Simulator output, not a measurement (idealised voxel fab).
Module name: voxel self aligned vias (process module)
Cross-section cut: width 290 nm, square cells of 5 nm.
Each cross-section below is a grid of square cells, stated as bands in top-down order, with one or more rows of cells making up each band. Heads up on the band format: heights come first, top then bottom, in nm. After that it's the materials left to right, each with its width in nm. A single material flagged "full width" fills the whole band edge to edge, and "air" means there's empty space there. Height is counted from the level 0, under which the received wafer is composed throughout of one material. The lowest of the bands is not closed at the bottom but continues downward, in the notation "0 down". Note: "30->40" means the width goes from the first number (top row of the band) to the second number (bottom row) in equal steps per row of cells. When a step is marked "nothing changed", none of the cells in the cross-section changed during that step. Sealed void listing: empty space of 8 cells or more with no open way to the top, each as width x height at its distance from the left edge, in nm. Text after the settings on a step's line: the simulator's own remark on that step. A step's line can hold "overlay nm"; with a mask on that step, the setting says how far right of the planned place the mask lay, while a negative setting says it lay to the left.
**The planned process steps are enumerated hereunder**
1 RECEIVE,material Si
2 CONFORMAL_DEP,material SiO2,thk nm 10
3 CONFORMAL_DEP,material SiCN,thk nm 5
4 DIRECTIONAL_DEP,material lowk,thk nm 25
5 MASKED_ETCH,tone open,mask id LINES,width nm 25,pitch nm 65,etch materials lowk,depth nm 25,overlay nm 0
6 CONFORMAL_DEP,material TiN,thk nm 5
7 FILL_DEP,material Ru,thk nm 5
8 CMP,height nm 40
9 SELECTIVE_ETCH,etch materials W Ru TiN,depth nm 10
10 FILL_DEP,material SiN,thk nm 10
11 CMP,height nm 40
12 DIRECTIONAL_DEP,material lowk,thk nm 20
13 MASKED_ETCH,tone open,mask id VIAS,width nm 45,etch materials lowk,depth nm 20,overlay nm 0
14 MASKED_ETCH,tone open,mask id VIAS,width nm 45,etch materials SiN,depth nm 10,overlay nm 0
15 CONFORMAL_DEP,material TiN,thk nm 5
16 FILL_DEP,material Ru,thk nm 10
17 CMP,height nm 60
18 CONFORMAL_DEP,material SiCN,thk nm 5
**The first wafer of two, processed as planned**
**Wafer at receipt (post step 1), cross-section**
    0 down: Si full width
    Sealed void listing: none
**Cross-section of the wafer after step 2**
    10 to 0: SiO2 full width
    Below 0 it's all the same as before, nothing changed down there.
**Cross-section of the wafer after step 3**
    15 to 10: SiCN full width
    Below 10 it's all the same as before, nothing changed down there.
**Cross-section of the wafer after step 4**
    40 to 15: lowk full width
    Below 15 it's all the same as before, nothing changed down there.
**Cross-section of the wafer after step 5**
    40 to 15: lowk=100; air=25; lowk=40; air=25; lowk=100
    Below 15 it's all the same as before, nothing changed down there.
**Cross-section of the wafer after step 6**
    45 to 40: TiN=105; air=15; TiN=50; air=15; TiN=105
    40 to 20: lowk=100; TiN=5; air=15; TiN=5; lowk=40; TiN=5; air=15; TiN=5; lowk=100
    20 to 15: lowk=100; TiN=25; lowk=40; TiN=25; lowk=100
    Below 15 it's all the same as before, nothing changed down there.
**Cross-section of the wafer after step 7**
    50 to 45: Ru full width
    45 to 40: TiN=105; Ru=15; TiN=50; Ru=15; TiN=105
    40 to 20: lowk=100; TiN=5; Ru=15; TiN=5; lowk=40; TiN=5; Ru=15; TiN=5; lowk=100
    Below 20 it's all the same as before, nothing changed down there.
**Cross-section of the wafer after step 8**
    40 to 20: lowk=100; TiN=5; Ru=15; TiN=5; lowk=40; TiN=5; Ru=15; TiN=5; lowk=100
    Below 20 it's all the same as before, nothing changed down there.
**Cross-section of the wafer after step 9**
    40 to 30: lowk=100; air=25; lowk=40; air=25; lowk=100
    Below 30 it's all the same as before, nothing changed down there.
**Cross-section of the wafer after step 10**
    50 to 40: SiN full width
    40 to 30: lowk=100; SiN=25; lowk=40; SiN=25; lowk=100
    Below 30 it's all the same as before, nothing changed down there.
**Cross-section of the wafer after step 11**
    40 to 30: lowk=100; SiN=25; lowk=40; SiN=25; lowk=100
    Below 30 it's all the same as before, nothing changed down there.
**Cross-section of the wafer after step 12**
    60 to 40: lowk full width
    Below 40 it's all the same as before, nothing changed down there.
**Cross-section of the wafer after step 13**
    60 to 40: lowk=90; air=45; lowk=155
    Below 40 it's all the same as before, nothing changed down there.
**Cross-section of the wafer after step 14**
    60 to 40: lowk=90; air=45; lowk=155
    40 to 30: lowk=100; air=25; lowk=40; SiN=25; lowk=100
    Below 30 it's all the same as before, nothing changed down there.
**Cross-section of the wafer after step 15**
    65 to 60: TiN=95; air=35; TiN=160
    60 to 45: lowk=90; TiN=5; air=35; TiN=5; lowk=155
    45 to 40: lowk=90; TiN=15; air=15; TiN=15; lowk=155
    40 to 35: lowk=100; TiN=5; air=15; TiN=5; lowk=40; SiN=25; lowk=100
    35 to 30: lowk=100; TiN=25; lowk=40; SiN=25; lowk=100
    Below 30 it's all the same as before, nothing changed down there.
**Cross-section of the wafer after step 16**
    75 to 65: Ru full width
    65 to 60: TiN=95; Ru=35; TiN=160
    60 to 45: lowk=90; TiN=5; Ru=35; TiN=5; lowk=155
    45 to 40: lowk=90; TiN=15; Ru=15; TiN=15; lowk=155
    40 to 35: lowk=100; TiN=5; Ru=15; TiN=5; lowk=40; SiN=25; lowk=100
    Below 35 it's all the same as before, nothing changed down there.
**Cross-section of the wafer after step 17**
    60 to 45: lowk=90; TiN=5; Ru=35; TiN=5; lowk=155
    Below 45 it's all the same as before, nothing changed down there.
**Cross-section of the wafer after step 18**
    65 to 60: SiCN full width
    Below 60 it's all the same as before, nothing changed down there.
**Now the other wafer: same start, same recipe, but we messed up one thing when running it. Up to and including step 17 it's the same as the first one**
**when step 18 should have ended**
    65 to 60: SiO2 full width
    Below 60 it's all the same as before, nothing changed down there.
Diagnosis: so step 18 ended up running with a different setting than we planned, it ran as CONFORMAL_DEP,material SiO2,thk nm 5
at the end the second wafer has, in cells: -58 SiCN; +58 SiO2
